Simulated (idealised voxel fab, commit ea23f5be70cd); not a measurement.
process module | voxel self aligned vias
cross-section cut | 250 nm wide | cells 5 nm
A cross-section is a grid of square cells, given in bands from the top down. A band is one or more rows of cells.
Each band's line starts with the height of the band's top and of its bottom, in nm. Then come its materials from left to right, each with its width in nm. One material with "throughout" fills the band from edge to edge. "air" is empty space.
Height 0 is the level under which the wafer as received is all one material. The lowest band goes on downwards, as in "0 down".
A width such as "30 to 40" changes by the same amount from each row of cells to the next, from the band's top row to its bottom row.
"no change" after a step means that no cell of the cross-section changed.
closed voids: empty space of 8 cells or more with no open way to the top, each as width x height at its distance from the left edge, in nm
after a step's settings: what the simulator itself notes on the step
overlay nm, on a step with a mask: how far to the right of its planned place the mask lay; to the left if negative
plan
1 op RECEIVE | material Si
2 op CONFORMAL_DEP | material SiO2 | thk nm 15
3 op CONFORMAL_DEP | material SiCN | thk nm 5
4 op DIRECTIONAL_DEP | material SiO2 | thk nm 30
5 op DIRECTIONAL_DEP | material aC | thk nm 15
6 op PATTERN | tone open | mask id LINES | material resist | width nm 30 | pitch nm 75 | thk nm 35 | overlay nm 0
7 op DIRECTIONAL_ETCH | etch materials aC | depth nm 15
8 op STRIP | etch materials resist
9 op DIRECTIONAL_ETCH | etch materials SiO2 | depth nm 30
10 op STRIP | etch materials aC
11 op CONFORMAL_DEP | material TiN | thk nm 5
12 op FILL_DEP | material W | thk nm 10
13 op CMP | height nm 50
14 op SELECTIVE_ETCH | etch materials W Ru TiN | depth nm 5
15 op FILL_DEP | material SiN | thk nm 5
16 op CMP | height nm 50
17 op DIRECTIONAL_DEP | material SiO2 | thk nm 20
18 op PATTERN | tone open | mask id VIAS | material resist | width nm 50 | pitch nm 150 | thk nm 15 | overlay nm 0
19 op DIRECTIONAL_ETCH | etch materials SiO2 | depth nm 20
20 op DIRECTIONAL_ETCH | etch materials SiN | depth nm 5
21 op STRIP | etch materials resist
22 op CONFORMAL_DEP | material TiN | thk nm 5
23 op FILL_DEP | material Cu | thk nm 10
24 op CMP | height nm 70
25 op CONFORMAL_DEP | material SiN | thk nm 5
first wafer, as planned
as received, after step 1
  0 down: Si throughout
  closed voids: none
after step 2
  15 to 0: SiO2 throughout
  below 0: unchanged
after step 3
  20 to 15: SiCN throughout
  below 15: unchanged
after step 4
  50 to 20: SiO2 throughout
  below 20: unchanged
after step 5
  65 to 50: aC throughout
  below 50: unchanged
after step 6
  100 to 65: resist 35 | air 30 | resist 45 | air 30 | resist 45 | air 30 | resist 35
  below 65: unchanged
after step 7
  85 to 65: resist 35 | air 30 | resist 45 | air 30 | resist 45 | air 30 | resist 35
  65 to 50: aC 35 | air 30 | aC 45 | air 30 | aC 45 | air 30 | aC 35
  below 50: unchanged
after step 8
  65 to 50: aC 35 | air 30 | aC 45 | air 30 | aC 45 | air 30 | aC 35
  below 50: unchanged
after step 9
  65 to 50: aC 35 | air 30 | aC 45 | air 30 | aC 45 | air 30 | aC 35
  50 to 20: SiO2 35 | air 30 | SiO2 45 | air 30 | SiO2 45 | air 30 | SiO2 35
  below 20: unchanged
after step 10
  50 to 20: SiO2 35 | air 30 | SiO2 45 | air 30 | SiO2 45 | air 30 | SiO2 35
  below 20: unchanged
after step 11
  55 to 50: TiN 40 | air 20 | TiN 55 | air 20 | TiN 55 | air 20 | TiN 40
  50 to 25: SiO2 35 | TiN 5 | air 20 | TiN 5 | SiO2 45 | TiN 5 | air 20 | TiN 5 | SiO2 45 | TiN 5 | air 20 | TiN 5 | SiO2 35
  25 to 20: SiO2 35 | TiN 30 | SiO2 45 | TiN 30 | SiO2 45 | TiN 30 | SiO2 35
  below 20: unchanged
after step 12
  65 to 55: W throughout
  55 to 50: TiN 40 | W 20 | TiN 55 | W 20 | TiN 55 | W 20 | TiN 40
  50 to 25: SiO2 35 | TiN 5 | W 20 | TiN 5 | SiO2 45 | TiN 5 | W 20 | TiN 5 | SiO2 45 | TiN 5 | W 20 | TiN 5 | SiO2 35
  below 25: unchanged
after step 13
  50 to 25: SiO2 35 | TiN 5 | W 20 | TiN 5 | SiO2 45 | TiN 5 | W 20 | TiN 5 | SiO2 45 | TiN 5 | W 20 | TiN 5 | SiO2 35
  below 25: unchanged
after step 14
  50 to 45: SiO2 35 | air 30 | SiO2 45 | air 30 | SiO2 45 | air 30 | SiO2 35
  below 45: unchanged
after step 15
  55 to 50: SiN throughout
  50 to 45: SiO2 35 | SiN 30 | SiO2 45 | SiN 30 | SiO2 45 | SiN 30 | SiO2 35
  below 45: unchanged
after step 16
  50 to 45: SiO2 35 | SiN 30 | SiO2 45 | SiN 30 | SiO2 45 | SiN 30 | SiO2 35
  below 45: unchanged
after step 17
  70 to 50: SiO2 throughout
  below 50: unchanged
after step 18
  85 to 70: resist 25 | air 50 | resist 100 | air 50 | resist 25
  below 70: unchanged
after step 19
  85 to 70: resist 25 | air 50 | resist 100 | air 50 | resist 25
  70 to 50: SiO2 25 | air 50 | SiO2 100 | air 50 | SiO2 25
  below 50: unchanged
after step 20
  85 to 70: resist 25 | air 50 | resist 100 | air 50 | resist 25
  70 to 50: SiO2 25 | air 50 | SiO2 100 | air 50 | SiO2 25
  50 to 45: SiO2 35 | air 30 | SiO2 45 | SiN 30 | SiO2 45 | air 30 | SiO2 35
  below 45: unchanged
after step 21
  70 to 50: SiO2 25 | air 50 | SiO2 100 | air 50 | SiO2 25
  below 50: unchanged
after step 22
  75 to 70: TiN 30 | air 40 | TiN 110 | air 40 | TiN 30
  70 to 55: SiO2 25 | TiN 5 | air 40 | TiN 5 | SiO2 100 | TiN 5 | air 40 | TiN 5 | SiO2 25
  55 to 50: SiO2 25 | TiN 15 | air 20 | TiN 15 | SiO2 100 | TiN 15 | air 20 | TiN 15 | SiO2 25
  50 to 45: SiO2 35 | TiN 30 | SiO2 45 | SiN 30 | SiO2 45 | TiN 30 | SiO2 35
  below 45: unchanged
after step 23
  85 to 75: Cu throughout
  75 to 70: TiN 30 | Cu 40 | TiN 110 | Cu 40 | TiN 30
  70 to 55: SiO2 25 | TiN 5 | Cu 40 | TiN 5 | SiO2 100 | TiN 5 | Cu 40 | TiN 5 | SiO2 25
  55 to 50: SiO2 25 | TiN 15 | Cu 20 | TiN 15 | SiO2 100 | TiN 15 | Cu 20 | TiN 15 | SiO2 25
  below 50: unchanged
after step 24
  70 to 55: SiO2 25 | TiN 5 | Cu 40 | TiN 5 | SiO2 100 | TiN 5 | Cu 40 | TiN 5 | SiO2 25
  below 55: unchanged
after step 25
  75 to 70: SiN throughout
  below 70: unchanged
second wafer: like start, like plan, one mistake. Through step 5 it matches the first wafer
when step 6 should have ended
  100 to 65: air 35 | resist 30 | air 45 | resist 30 | air 45 | resist 30 | air 35
  below 65: unchanged
when step 7 should have ended
  85 to 65: air 35 | resist 30 | air 45 | resist 30 | air 45 | resist 30 | air 35
  65 to 50: air 35 | aC 30 | air 45 | aC 30 | air 45 | aC 30 | air 35
  below 50: unchanged
when step 8 should have ended
  65 to 50: air 35 | aC 30 | air 45 | aC 30 | air 45 | aC 30 | air 35
  below 50: unchanged
when step 9 should have ended
  65 to 50: air 35 | aC 30 | air 45 | aC 30 | air 45 | aC 30 | air 35
  50 to 20: air 35 | SiO2 30 | air 45 | SiO2 30 | air 45 | SiO2 30 | air 35
  below 20: unchanged
when step 10 should have ended
  50 to 20: air 35 | SiO2 30 | air 45 | SiO2 30 | air 45 | SiO2 30 | air 35
  below 20: unchanged
when step 11 should have ended
  55 to 50: air 30 | TiN 40 | air 35 | TiN 40 | air 35 | TiN 40 | air 30
  50 to 25: air 30 | TiN 5 | SiO2 30 | TiN 5 | air 35 | TiN 5 | SiO2 30 | TiN 5 | air 35 | TiN 5 | SiO2 30 | TiN 5 | air 30
  25 to 20: TiN 35 | SiO2 30 | TiN 45 | SiO2 30 | TiN 45 | SiO2 30 | TiN 35
  below 20: unchanged
when step 12 should have ended
  65 to 55: W throughout
  55 to 50: W 30 | TiN 40 | W 35 | TiN 40 | W 35 | TiN 40 | W 30
  50 to 25: W 30 | TiN 5 | SiO2 30 | TiN 5 | W 35 | TiN 5 | SiO2 30 | TiN 5 | W 35 | TiN 5 | SiO2 30 | TiN 5 | W 30
  below 25: unchanged
when step 13 should have ended
  50 to 25: W 30 | TiN 5 | SiO2 30 | TiN 5 | W 35 | TiN 5 | SiO2 30 | TiN 5 | W 35 | TiN 5 | SiO2 30 | TiN 5 | W 30
  below 25: unchanged
when step 14 should have ended
  50 to 45: air 35 | SiO2 30 | air 45 | SiO2 30 | air 45 | SiO2 30 | air 35
  below 45: unchanged
when step 15 should have ended
  55 to 50: SiN throughout
  50 to 45: SiN 35 | SiO2 30 | SiN 45 | SiO2 30 | SiN 45 | SiO2 30 | SiN 35
  below 45: unchanged
when step 16 should have ended
  50 to 45: SiN 35 | SiO2 30 | SiN 45 | SiO2 30 | SiN 45 | SiO2 30 | SiN 35
  below 45: unchanged
when step 17 should have ended
  70 to 50: SiO2 throughout
  below 50: unchanged
when step 18 should have ended
  85 to 70: resist 25 | air 50 | resist 100 | air 50 | resist 25
  below 70: unchanged
when step 19 should have ended
  85 to 70: resist 25 | air 50 | resist 100 | air 50 | resist 25
  70 to 50: SiO2 25 | air 50 | SiO2 100 | air 50 | SiO2 25
  below 50: unchanged
when step 20 should have ended
  85 to 70: resist 25 | air 50 | resist 100 | air 50 | resist 25
  70 to 50: SiO2 25 | air 50 | SiO2 100 | air 50 | SiO2 25
  50 to 45: SiN 25 | air 10 | SiO2 30 | air 10 | SiN 35 | SiO2 30 | SiN 35 | air 10 | SiO2 30 | air 10 | SiN 25
  below 45: unchanged
when step 21 should have ended
  70 to 50: SiO2 25 | air 50 | SiO2 100 | air 50 | SiO2 25
  below 50: unchanged
when step 22 should have ended
  75 to 70: TiN 30 | air 40 | TiN 110 | air 40 | TiN 30
  70 to 55: SiO2 25 | TiN 5 | air 40 | TiN 5 | SiO2 100 | TiN 5 | air 40 | TiN 5 | SiO2 25
  55 to 50: SiO2 25 | TiN 50 | SiO2 100 | TiN 50 | SiO2 25
  50 to 45: SiN 25 | TiN 10 | SiO2 30 | TiN 10 | SiN 35 | SiO2 30 | SiN 35 | TiN 10 | SiO2 30 | TiN 10 | SiN 25
  below 45: unchanged
when step 23 should have ended
  85 to 75: Cu throughout
  75 to 70: TiN 30 | Cu 40 | TiN 110 | Cu 40 | TiN 30
  70 to 55: SiO2 25 | TiN 5 | Cu 40 | TiN 5 | SiO2 100 | TiN 5 | Cu 40 | TiN 5 | SiO2 25
  below 55: unchanged
when step 24 should have ended
  70 to 55: SiO2 25 | TiN 5 | Cu 40 | TiN 5 | SiO2 100 | TiN 5 | Cu 40 | TiN 5 | SiO2 25
  below 55: unchanged
when step 25 should have ended
  75 to 70: SiN throughout
  below 70: unchanged
what went wrong: step 6 ran as: op PATTERN | tone cover | mask id LINES | material resist | width nm 30 | pitch nm 75 | thk nm 35 | overlay nm 0
at the end the second wafer has, in cells: 8 fewer of Cu | 18 more of SiN | 84 fewer of SiO2 | 18 more of TiN | 56 more of W
